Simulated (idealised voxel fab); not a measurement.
process module | voxel capacitor over wiring
cross-section cut | 235 nm wide | cells 5 nm
A cross-section is a grid of square cells, given in bands from the top down. A band is one or more rows of cells.
Each band's line starts with the height of the band's top and of its bottom, in nm. Then come its materials from left to right, each with its width in nm. One material with "throughout" fills the band from edge to edge. "air" is empty space.
Height 0 is the level under which the wafer as received is all one material. The lowest band goes on downwards, as in "0 down".
A width such as "30 to 40" changes by the same amount from each row of cells to the next, from the band's top row to its bottom row.
"no change" after a step means that no cell of the cross-section changed.
closed voids: empty space of 8 cells or more with no open way to the top, each as width x height at its distance from the left edge, in nm
after a step's settings: what the simulator itself notes on the step
overlay nm, on a step with a mask: how far to the right of its planned place the mask lay; to the left if negative
plan
1 op RECEIVE | material Si
2 op CONFORMAL_DEP | material SiO2 | thk nm 15
3 op CONFORMAL_DEP | material SiCN | thk nm 5
4 op DIRECTIONAL_DEP | material lowk | thk nm 20
5 op DIRECTIONAL_DEP | material aC | thk nm 10
6 op PATTERN | tone open | mask id METAL_1 | material resist | width nm 25 | pitch nm 85 | thk nm 25 | overlay nm 0
7 op DIRECTIONAL_ETCH | etch materials aC | depth nm 10
8 op STRIP | etch materials resist
9 op DIRECTIONAL_ETCH | etch materials lowk | depth nm 20
10 op DIRECTIONAL_ETCH | etch materials SiCN | depth nm 5
11 op STRIP | etch materials aC
12 op CONFORMAL_DEP | material TiN | thk nm 5
13 op FILL_DEP | material Cu | thk nm 10
14 op CMP | height nm 40
15 op CONFORMAL_DEP | material SiCN | thk nm 5
16 op DIRECTIONAL_DEP | material SiO2 | thk nm 15
17 op PATTERN | tone open | mask id PLUG_1 | material resist | width nm 15 | thk nm 20 | overlay nm 0
18 op DIRECTIONAL_ETCH | etch materials SiO2 | depth nm 15
19 op DIRECTIONAL_ETCH | etch materials SiCN | depth nm 5
20 op STRIP | etch materials resist
21 op CONFORMAL_DEP | material TiN | thk nm 5
22 op FILL_DEP | material Ru | thk nm 10
23 op CMP | height nm 60
24 op DIRECTIONAL_DEP | material TiN | thk nm 5
25 op DIRECTIONAL_DEP | material HfO2 | thk nm 5
26 op DIRECTIONAL_DEP | material TiN | thk nm 5
27 op PATTERN | tone cover | mask id UPPER_PLATE | material resist | width nm 55 | thk nm 20 | overlay nm 0
28 op DIRECTIONAL_ETCH | etch materials TiN | depth nm 5
29 op DIRECTIONAL_ETCH | etch materials HfO2 | depth nm 5
30 op STRIP | etch materials resist
31 op MASKED_ETCH | tone cover | mask id LOWER_PLATE | width nm 75 | etch materials TiN | depth nm 5 | overlay nm 0
32 op FILL_DEP | material SiO2 | thk nm 15
33 op CMP | height nm 85
34 op PATTERN | tone open | mask id PLUG_2 | material resist | width nm 15 | thk nm 20 | overlay nm 0
35 op DIRECTIONAL_ETCH | etch materials SiO2 | depth nm 10
36 op STRIP | etch materials resist
37 op CONFORMAL_DEP | material TiN | thk nm 5
38 op FILL_DEP | material W | thk nm 5
39 op CMP | height nm 85
40 op CONFORMAL_DEP | material SiN | thk nm 5
varied across the wafers: width nm of step 27. The plan shows the first wafer's value. All wafers start alike
first wafer as received, after step 1
  0 down: Si throughout
  closed voids: none
each wafer at the end: cells of each material gained (+) or lost (-) since it was received, then its closed voids
width nm 55 | +24 Cu | +11 HfO2 | +3 Ru | +81 SiCN | +47 SiN | +465 SiO2 | +66 TiN | +1 W | +148 lowk | closed voids: none
width nm 60 | +24 Cu | +12 HfO2 | +3 Ru | +81 SiCN | +47 SiN | +463 SiO2 | +67 TiN | +1 W | +148 lowk | closed voids: none
width nm 65 | +24 Cu | +13 HfO2 | +3 Ru | +81 SiCN | +47 SiN | +461 SiO2 | +68 TiN | +1 W | +148 lowk | closed voids: none
width nm 70 | +24 Cu | +14 HfO2 | +3 Ru | +81 SiCN | +47 SiN | +459 SiO2 | +69 TiN | +1 W | +148 lowk | closed voids: none
width nm 75 | +24 Cu | +15 HfO2 | +3 Ru | +81 SiCN | +47 SiN | +457 SiO2 | +70 TiN | +1 W | +148 lowk | closed voids: none
width nm 80 | +24 Cu | +16 HfO2 | +3 Ru | +81 SiCN | +47 SiN | +455 SiO2 | +71 TiN | +1 W | +148 lowk | closed voids: none
